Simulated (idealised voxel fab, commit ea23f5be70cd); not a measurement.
Proc. module: voxel wiring stack
In the cross-section labelled cut, the width is 195 nm and each square cell is 5 nm.
A cross-section is written here as square cells arranged in a grid, and it is given in bands from the top down, each band taking up one or more rows of cells. This entry defines a band. It first specifies the height of the band's top and the height of its bottom in nm, and then specifies the band's materials from left to right, stating each material with its width in nm. The word "throughout" identifies a single material that fills the band from edge to edge, while the word "empty" identifies empty space. Where do heights start? At 0: under that level the wafer as delivered is made of one material only. And the lowest band has no floor; it just carries on downward, as in "0 and below". Width: "30 to 40" (first number = top row, second number = bottom row, same change from row to row of cells). The cross-section has no changed cell in any step marked "everything unchanged". Entry "Sealed-off cavities" = empty spaces >= 8 cells with no open way to the top; each as width x height at distance, distance from left edge, all nm. Where a step's line continues beyond its settings, the continuation is a remark by the simulator itself on that step. overlay nm: on a step with a mask, how far right of its planned place the mask lay; negative means left.

PROCESS STEPS (PLANNED)
1. RECEIVE, material Si
2. CONFORMAL_DEP, material SiO2, thk nm 15
3. CONFORMAL_DEP, material SiN, thk nm 5
4. DIRECTIONAL_DEP, material lowk, thk nm 15
5. PATTERN, tone open, mask id METAL_1, material resist, width nm 30, pitch nm 45, thk nm 15, overlay nm 0
6. DIRECTIONAL_ETCH, etch materials lowk, depth nm 15
7. DIRECTIONAL_ETCH, etch materials SiN, depth nm 5
8. STRIP, etch materials resist
9. CONFORMAL_DEP, material TiN, thk nm 5
10. FILL_DEP, material Cu, thk nm 10
11. CMP, height nm 35
12. EPI, material Ru, thk nm 5
13. FILL_DEP, material SiCN, thk nm 5
14. DIRECTIONAL_DEP, material lowk, thk nm 15
15. PATTERN, tone open, mask id PLUG_1, material resist, width nm 15, pitch nm 45, thk nm 15, overlay nm 0
16. DIRECTIONAL_ETCH, etch materials lowk, depth nm 15
17. DIRECTIONAL_ETCH, etch materials SiCN, depth nm 5
18. STRIP, etch materials resist
19. EPI, material Ru, thk nm 10
20. EPI, material Ru, thk nm 10
21. DIRECTIONAL_DEP, material TiN, thk nm 5
22. DIRECTIONAL_DEP, material Ru, thk nm 20
23. MASKED_ETCH, tone cover, mask id METAL_2, width nm 30, pitch nm 45, etch materials Ru, depth nm 20, overlay nm 0
24. MASKED_ETCH, tone cover, mask id METAL_2, width nm 30, pitch nm 45, etch materials TiN, depth nm 5, overlay nm 0
25. FILL_DEP, material SiO2, thk nm 5
26. CMP, height nm 85
27. CONFORMAL_DEP, material SiCN, thk nm 5
28. DIRECTIONAL_DEP, material SiO2, thk nm 30
29. PATTERN, tone open, mask id METAL_3, material resist, width nm 30, pitch nm 45, thk nm 15, overlay nm 0
30. DIRECTIONAL_ETCH, etch materials SiO2, depth nm 20
31. STRIP, etch materials resist
32. PATTERN, tone open, mask id METAL_3_HOLES, material resist, width nm 15, pitch nm 90, thk nm 15, overlay nm 0
33. DIRECTIONAL_ETCH, etch materials SiO2, depth nm 10
34. DIRECTIONAL_ETCH, etch materials SiCN, depth nm 5
35. STRIP, etch materials resist
36. CONFORMAL_DEP, material TiN, thk nm 5
37. FILL_DEP, material Cu, thk nm 10
38. CMP, height nm 120
39. CONFORMAL_DEP, material SiCN, thk nm 5

CROSS-SECTION OF THE WAFER AT RECEIPT, WHICH IS THE CONDITION AFTER STEP 1
* 0 and below: Si throughout
* Sealed-off cavities: none

STARTING WAFER: ABOVE. PLAN: ABOVE. RUN: ONE MISTAKE. CROSS-SECTION AFTER THE MODULE: BELOW
* 125 down to 120: SiCN throughout
* 120 down to 105: 15 nm SiO2, 5 nm TiN, 20 nm Cu, 5 nm TiN, 15 nm SiO2, 5 nm TiN, 20 nm Cu, 5 nm TiN, 15 nm SiO2, 5 nm TiN, 20 nm Cu, 5 nm TiN, 15 nm SiO2, 5 nm TiN, 20 nm Cu, 5 nm TiN, 15 nm SiO2
* 105 down to 100: 15 nm SiO2, 5 nm TiN, 5 nm Cu, 20 nm TiN, 15 nm SiO2, 30 nm TiN, 15 nm SiO2, 5 nm TiN, 5 nm Cu, 20 nm TiN, 15 nm SiO2, 30 nm TiN, 15 nm SiO2
* 100 down to 90: 15 nm SiO2, 5 nm TiN, 5 nm Cu, 5 nm TiN, 75 nm SiO2, 5 nm TiN, 5 nm Cu, 5 nm TiN, 75 nm SiO2
* 90 down to 85: 15 nm SiCN, 15 nm TiN, 75 nm SiCN, 15 nm TiN, 75 nm SiCN
* 85 down to 65: 15 nm SiO2, 30 nm Ru, 15 nm SiO2, 30 nm Ru, 15 nm SiO2, 30 nm Ru, 15 nm SiO2, 30 nm Ru, 15 nm SiO2
* 65 down to 60: 15 nm SiO2, 30 nm TiN, 15 nm SiO2, 30 nm TiN, 15 nm SiO2, 30 nm TiN, 15 nm SiO2, 30 nm TiN, 15 nm SiO2
* 60 down to 45: 15 nm lowk, 15 nm Ru, 30 nm lowk, 15 nm Ru, 30 nm lowk, 15 nm Ru, 30 nm lowk, 15 nm Ru, 30 nm lowk
* 45 down to 35: 15 to 10 nm SiCN, 15 to 40 nm Ru, 30 to 5 nm SiCN, 15 to 40 nm Ru, 30 to 5 nm SiCN, 15 to 40 nm Ru, 30 to 5 nm SiCN, 15 to 40 nm Ru, 30 to 10 nm SiCN
* 35 down to 25: 15 nm lowk, 5 nm TiN, 20 nm Cu, 5 nm TiN, 15 nm lowk, 5 nm TiN, 20 nm Cu, 5 nm TiN, 15 nm lowk, 5 nm TiN, 20 nm Cu, 5 nm TiN, 15 nm lowk, 5 nm TiN, 20 nm Cu, 5 nm TiN, 15 nm lowk
* 25 down to 20: 15 nm lowk, 30 nm TiN, 15 nm lowk, 30 nm TiN, 15 nm lowk, 30 nm TiN, 15 nm lowk, 30 nm TiN, 15 nm lowk
* 20 down to 0: SiO2 throughout
* 0 and below: Si throughout
* Sealed-off cavities: none
The plan and the run diverged here: step 3 was processed under conditions differing from the plan, specifically as CONFORMAL_DEP, material SiO2, thk nm 5
